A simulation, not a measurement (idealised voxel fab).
Module name: voxel transistor to metal (process module)
Square cell edge 5 nm, section width 275 nm, ID cut.
How to read a cross-section here: the picture is a grid of square cells, written as bands going from the top down, and any band can span one or more rows of cells.
For a band, the entry starts with two heights in nm, that of the top and then that of the bottom, and carries on with the band's materials in order from left to right, each alongside its width in nm; the word "throughout" beside a single material means it fills the band edge to edge, and "air" means empty space.
Counting heights begins at 0, where everything beneath is, in the wafer as received, one material. The lowest band has no bottom; it goes on downwards, as "0 down" shows.
The notation "30..40" denotes a width that varies across the rows of cells in the band, beginning at the first number in the top row, finishing at the second number in the bottom row, and changing by an identical amount from each row to the next.
Any step labelled "no change" changed none of the cells in the cross-section.
If an empty space has no open way to the top and is at least 8 cells in size, "Voids, enclosed" lists it, written width x height at distance, where distance is measured from the left edge and every value is in nm.
Heads up: the bit after the settings on a step's line is the simulator's remark on that step.
"overlay nm" answers the question of how far to the right of plan the mask lay on a step that has a mask, and when it is negative the answer is to the left.
The steps planned for the process are as follows
step 1: RECEIVE | material Si
step 2: CONFORMAL_DEP | material SiO2 | thk nm 5
step 3: CONFORMAL_DEP | material SiN | thk nm 15
step 4: MASKED_ETCH | tone cover | mask id ACTIVE | width nm 105 | pitch nm 130 | etch materials SiN | depth nm 15 | overlay nm 0
step 5: MASKED_ETCH | tone cover | mask id ACTIVE | width nm 105 | pitch nm 130 | etch materials SiO2 | depth nm 5 | overlay nm 0
step 6: MASKED_ETCH | tone cover | mask id ACTIVE | width nm 105 | pitch nm 130 | etch materials Si | depth nm 25 | overlay nm 0
step 7: FILL_DEP | material SiO2 | thk nm 5
step 8: CMP | height nm 20
step 9: SELECTIVE_ETCH | etch materials SiO2 | depth nm 10
step 10: STRIP | etch materials SiN
step 11: SELECTIVE_ETCH | etch materials SiO2 | depth nm 5
step 12: OXIDIZE | depth nm 5
step 13: DIRECTIONAL_DEP | material polySi | thk nm 25
step 14: DIRECTIONAL_DEP | material SiCN | thk nm 10
step 15: PATTERN | tone cover | mask id GATE | material resist | width nm 25 | pitch nm 130 | thk nm 20 | overlay nm 0
step 16: DIRECTIONAL_ETCH | etch materials SiCN | depth nm 20
step 17: DIRECTIONAL_ETCH | etch materials polySi | depth nm 35
step 18: STRIP | etch materials resist
step 19: CONFORMAL_DEP | material SiN | thk nm 5
step 20: DIRECTIONAL_ETCH | etch materials SiN | depth nm 5
step 21: DIRECTIONAL_ETCH | etch materials SiO2 | depth nm 5
step 22: DIRECTIONAL_ETCH | etch materials Si | depth nm 5
step 23: EPI | material nSi | thk nm 10
step 24: FILL_DEP | material SiO2 | thk nm 10
step 25: CMP | height nm 25
step 26: STRIP | etch materials polySi
step 27: SELECTIVE_ETCH | etch materials SiO2 | depth nm 5
step 28: CONFORMAL_DEP | material HfO2 | thk nm 5
step 29: CONFORMAL_DEP | material TiN | thk nm 5
step 30: FILL_DEP | material W | thk nm 5
step 31: CMP | height nm 20
step 32: DIRECTIONAL_DEP | material SiO2 | thk nm 10
step 33: PATTERN | tone open | mask id CONTACT | material resist | width nm 15 | thk nm 15 | overlay nm 0
step 34: DIRECTIONAL_ETCH | etch materials SiO2 | depth nm 30
step 35: STRIP | etch materials resist
step 36: CONFORMAL_DEP | material TiN | thk nm 5
step 37: FILL_DEP | material W | thk nm 5
step 38: CMP | height nm 30
step 39: CONFORMAL_DEP | material SiCN | thk nm 5
step 40: DIRECTIONAL_DEP | material SiO2 | thk nm 15
step 41: DIRECTIONAL_DEP | material aC | thk nm 15
step 42: PATTERN | tone open | mask id METAL_1 | material resist | width nm 15 | thk nm 35 | overlay nm 0
step 43: DIRECTIONAL_ETCH | etch materials aC | depth nm 15
step 44: STRIP | etch materials resist
step 45: DIRECTIONAL_ETCH | etch materials SiO2 | depth nm 15
step 46: DIRECTIONAL_ETCH | etch materials SiCN | depth nm 5
step 47: STRIP | etch materials aC
step 48: CONFORMAL_DEP | material TiN | thk nm 5
step 49: FILL_DEP | material W | thk nm 5
step 50: CMP | height nm 50
step 51: EPI | material Ru | thk nm 5
step 52: FILL_DEP | material SiCN | thk nm 5
Received-state cross-section, reflecting completion of step 1
    0 down  Si throughout
    Voids, enclosed: none
First wafer of two, sectioned at end of module; run went per plan
    60 to 55  SiCN throughout
    55 to 50  SiCN 25, Ru 25, SiCN 45, Ru 25, SiCN 35, Ru 25, SiCN 45, Ru 25, SiCN 25
    50 to 35  SiO2 30, TiN 5, W 5, TiN 5, SiO2 55, TiN 5, W 5, TiN 5, SiO2 45, TiN 5, W 5, TiN 5, SiO2 55, TiN 5, W 5, TiN 5, SiO2 30
    35 to 30  SiCN 30, TiN 15, SiCN 55, TiN 15, SiCN 45, TiN 15, SiCN 55, TiN 15, SiCN 30
    30 to 20  SiO2 30, TiN 5, W 5, TiN 5, SiO2 55, TiN 5, W 5, TiN 5, SiO2 45, TiN 5, W 5, TiN 5, SiO2 55, TiN 5, W 5, TiN 5, SiO2 30
    20 to 5  SiO2 30, TiN 5, W 5, TiN 5, SiO2 10, SiN 5, HfO2 5, TiN 5, W 5, TiN 5, HfO2 5, SiN 5, SiO2 10, TiN 5, W 5, TiN 5, SiO2 45, TiN 5, W 5, TiN 5, SiO2 10, SiN 5, HfO2 5, TiN 5, W 5, TiN 5, HfO2 5, SiN 5, SiO2 10, TiN 5, W 5, TiN 5, SiO2 30
    5 to 0  SiO2 15, SiN 5, SiO2 10, TiN 15, nSi 10, SiN 5, HfO2 5, TiN 15, HfO2 5, SiN 5, nSi 10, TiN 15, SiO2 10, SiN 5, SiO2 15, SiN 5, SiO2 10, TiN 15, nSi 10, SiN 5, HfO2 5, TiN 15, HfO2 5, SiN 5, nSi 10, TiN 15, SiO2 10, SiN 5, SiO2 15
    0 to -5  SiO2 20, nSi 35, HfO2 35, nSi 35, SiO2 25, nSi 35, HfO2 35, nSi 35, SiO2 20
    -5 to -10  SiO2 20, nSi 35, Si 35, nSi 35, SiO2 25, nSi 35, Si 35, nSi 35, SiO2 20
    -10 to -25  SiO2 20, Si 105, SiO2 25, Si 105, SiO2 20
    -25 down  Si throughout
    Voids, enclosed: none
This is the second of the two wafers, cross-sectioned at the end of the module; it started exactly like the first and was given the same plan, but it was run with one mistake
    60 to 55  SiCN throughout
    55 to 50  SiCN 25, Ru 25, SiCN 45, Ru 25, SiCN 35, Ru 25, SiCN 45, Ru 25, SiCN 25
    50 to 35  SiO2 30, TiN 5, W 5, TiN 5, SiO2 55, TiN 5, W 5, TiN 5, SiO2 45, TiN 5, W 5, TiN 5, SiO2 55, TiN 5, W 5, TiN 5, SiO2 30
    35 to 30  SiCN 30, TiN 15, SiCN 55, TiN 15, SiCN 45, TiN 15, SiCN 55, TiN 15, SiCN 30
    30 to 20  SiO2 30, TiN 5, W 5, TiN 5, SiO2 55, TiN 5, W 5, TiN 5, SiO2 45, TiN 5, W 5, TiN 5, SiO2 55, TiN 5, W 5, TiN 5, SiO2 30
    20 to 5  SiO2 30, TiN 5, W 5, TiN 5, SiO2 10, SiN 5, HfO2 5, TiN 5, W 5, TiN 5, HfO2 5, SiN 5, SiO2 10, TiN 5, W 5, TiN 5, SiO2 45, TiN 5, W 5, TiN 5, SiO2 10, SiN 5, HfO2 5, TiN 5, W 5, TiN 5, HfO2 5, SiN 5, SiO2 10, TiN 5, W 5, TiN 5, SiO2 30
    5 to 0  SiO2 15, SiN 5, SiO2 10, TiN 15, nSi 10, SiN 5, HfO2 5, TiN 15, HfO2 5, SiN 5, nSi 10, TiN 15, SiO2 10, SiN 5, SiO2 15, SiN 5, SiO2 10, TiN 15, nSi 10, SiN 5, HfO2 5, TiN 15, HfO2 5, SiN 5, nSi 10, TiN 15, SiO2 10, SiN 5, SiO2 15
    0 to -5  SiO2 15, SiN 5, nSi 35, HfO2 35, nSi 35, SiN 5, SiO2 15, SiN 5, nSi 35, HfO2 35, nSi 35, SiN 5, SiO2 15
    -5 to -10  SiO2 25, nSi 30, Si 35, nSi 30, SiO2 35, nSi 30, Si 35, nSi 30, SiO2 25
    -10 to -25  SiO2 20, Si 105, SiO2 25, Si 105, SiO2 20
    -25 down  Si throughout
    Voids, enclosed: none
The mistake made against the process plan was this: step 2 in the plan did not get run; it was skipped
Per the end-of-run cell counts, the second wafer holds more or fewer of some materials than the first: SiN +4; nSi -4
